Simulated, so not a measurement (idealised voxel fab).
process module | voxel self aligned vias
cross-section cut | 185 nm wide | cells 5 nm
A cross-section is a grid of square cells, given in bands from the top down. A band is one or more rows of cells.
Each band's line starts with the height of the band's top and of its bottom, in nm. Then come its materials from left to right, each with its width in nm. One material with "throughout" fills the band from edge to edge. "air" is empty space.
Height 0 is the level under which the wafer as received is all one material. The lowest band goes on downwards, as in "0 down".
A width such as "30 to 40" changes by the same amount from each row of cells to the next, from the band's top row to its bottom row.
"no change" after a step means that no cell of the cross-section changed.
closed voids: empty space of 8 cells or more with no open way to the top, each as width x height at its distance from the left edge, in nm
after a step's settings: what the simulator itself notes on the step
overlay nm, on a step with a mask: how far to the right of its planned place the mask lay; to the left if negative
plan
1 op RECEIVE | material Si
2 op CONFORMAL_DEP | material SiO2 | thk nm 10
3 op CONFORMAL_DEP | material SiCN | thk nm 5
4 op DIRECTIONAL_DEP | material SiO2 | thk nm 25
5 op MASKED_ETCH | tone open | mask id LINES | width nm 20 | pitch nm 70 | etch materials SiO2 | depth nm 25 | overlay nm 0
6 op CONFORMAL_DEP | material TiN | thk nm 5
7 op FILL_DEP | material Ru | thk nm 10
8 op CMP | height nm 40
9 op SELECTIVE_ETCH | etch materials W Ru TiN | depth nm 10
10 op FILL_DEP | material SiN | thk nm 10
11 op CMP | height nm 40
12 op DIRECTIONAL_DEP | material SiO2 | thk nm 15
13 op DIRECTIONAL_DEP | material aC | thk nm 10
14 op PATTERN | tone open | mask id VIAS | material resist | width nm 40 | pitch nm 70 | thk nm 25 | overlay nm -15
15 op DIRECTIONAL_ETCH | etch materials aC | depth nm 10
16 op STRIP | etch materials resist
17 op DIRECTIONAL_ETCH | etch materials SiO2 | depth nm 15
18 op DIRECTIONAL_ETCH | etch materials SiN | depth nm 10
19 op STRIP | etch materials aC
20 op CONFORMAL_DEP | material TiN | thk nm 5
21 op FILL_DEP | material Ru | thk nm 5
22 op CMP | height nm 55
23 op CONFORMAL_DEP | material SiN | thk nm 5
varied across the wafers: overlay nm of step 14. The plan shows the first wafer's value. All wafers start alike
first wafer as received, after step 1
  0 down: Si throughout
  closed voids: none
each wafer at the end: cells of each material gained (+) or lost (-) since it was received, then its closed voids
overlay nm -15 | +36 Ru | +37 SiCN | +41 SiN | +282 SiO2 | +48 TiN | closed voids: none
overlay nm -10 | +40 Ru | +37 SiCN | +37 SiN | +282 SiO2 | +48 TiN | closed voids: none
overlay nm -5 | +40 Ru | +37 SiCN | +37 SiN | +282 SiO2 | +48 TiN | closed voids: none
overlay nm 0 | +40 Ru | +37 SiCN | +37 SiN | +282 SiO2 | +48 TiN | closed voids: none
overlay nm 5 | +40 Ru | +37 SiCN | +37 SiN | +282 SiO2 | +48 TiN | closed voids: none
overlay nm 10 | +40 Ru | +37 SiCN | +37 SiN | +282 SiO2 | +48 TiN | closed voids: none
overlay nm 15 | +36 Ru | +37 SiCN | +41 SiN | +282 SiO2 | +48 TiN | closed voids: none
